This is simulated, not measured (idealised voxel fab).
A process module follows: voxel self aligned contacts.
The width of the displayed cross-section, cut, is 225 nm; its cells are square, with a size of 5 nm.
Cross-section, as written here: a square-cell grid given band by band from the top down, where a band holds one or more rows of cells. Band entry format. Leading values: height of top, height of bottom, nm. Remainder: materials in left-to-right order, each with its width in nm. Special words: "edge to edge" on a single material, which then fills the band edge to edge; "blank", empty space. It should be noted that heights are counted from 0, beneath which the wafer as supplied is of one material throughout, and that the lowest band possesses no lower boundary but continues downward, as written in "from 0 down". The two numbers in a width such as "30..40" mark its ends across the band: the first belongs to the top row of cells, the second to the bottom row, and from each row to the next the width moves by the same amount. Reading "same as before" for a step: not a cell of the cross-section changed in it. Reported under the label "Listed closed voids" are the empty spaces having no open way to the top and comprising 8 cells or more; the notation for each is width x height at distance, in which the distance is measured from the left edge and all three values are in nm. What comes after the settings on a step's line is commentary from the simulator itself on that step. "overlay nm" on a masked step: distance the mask lay right of its planned place, negative for left.
[Steps planned for the process]
step 1: RECEIVE,material Si
step 2: CONFORMAL_DEP,material SiO2,thk nm 5
step 3: DIRECTIONAL_DEP,material polySi,thk nm 20
step 4: DIRECTIONAL_DEP,material SiN,thk nm 20
step 5: DIRECTIONAL_DEP,material aC,thk nm 15
step 6: PATTERN,tone cover,mask id GATE,material resist,width nm 35,pitch nm 75,thk nm 35,overlay nm 0
step 7: DIRECTIONAL_ETCH,etch materials aC,depth nm 15
step 8: STRIP,etch materials resist
step 9: DIRECTIONAL_ETCH,etch materials SiN,depth nm 20
step 10: DIRECTIONAL_ETCH,etch materials polySi,depth nm 20
step 11: STRIP,etch materials aC
step 12: CONFORMAL_DEP,material SiN,thk nm 10
step 13: DIRECTIONAL_ETCH,etch materials SiN,depth nm 10
step 14: FILL_DEP,material SiO2,thk nm 15
step 15: CMP,height nm 55
step 16: PATTERN,tone open,mask id CONTACT,material resist,width nm 50,thk nm 20,overlay nm 0
step 17: DIRECTIONAL_ETCH,etch materials SiO2,depth nm 55
step 18: STRIP,etch materials resist
step 19: CONFORMAL_DEP,material TiN,thk nm 5
step 20: FILL_DEP,material W,thk nm 10
step 21: CMP,height nm 55
step 22: CONFORMAL_DEP,material SiCN,thk nm 5
[Cross-section of the incoming wafer, state after step 1]
from 0 down: Si edge to edge
Listed closed voids: none
[End state of the module in cross-section, given the above starting point and plan and one mistake in execution]
from 60 to 55: SiCN edge to edge
from 55 to 45: SiO2 (85); SiN (5..20); W (40..10); SiN (5..20); SiO2 (90)
from 45 to 25: SiO2 (45); SiN (60); W (10); SiN (60); SiO2 (50)
from 25 to 5: SiO2 (45); SiN (10); polySi (35); SiN (15); W (10); SiN (15); polySi (35); SiN (10); SiO2 (50)
from 5 to 0: SiO2 (100); SiN (20); SiO2 (105)
from 0 down: Si edge to edge
Listed closed voids: none
Deviation from plan: heads up, step 19 didn't go per plan, it actually ran as CONFORMAL_DEP,material SiN,thk nm 5
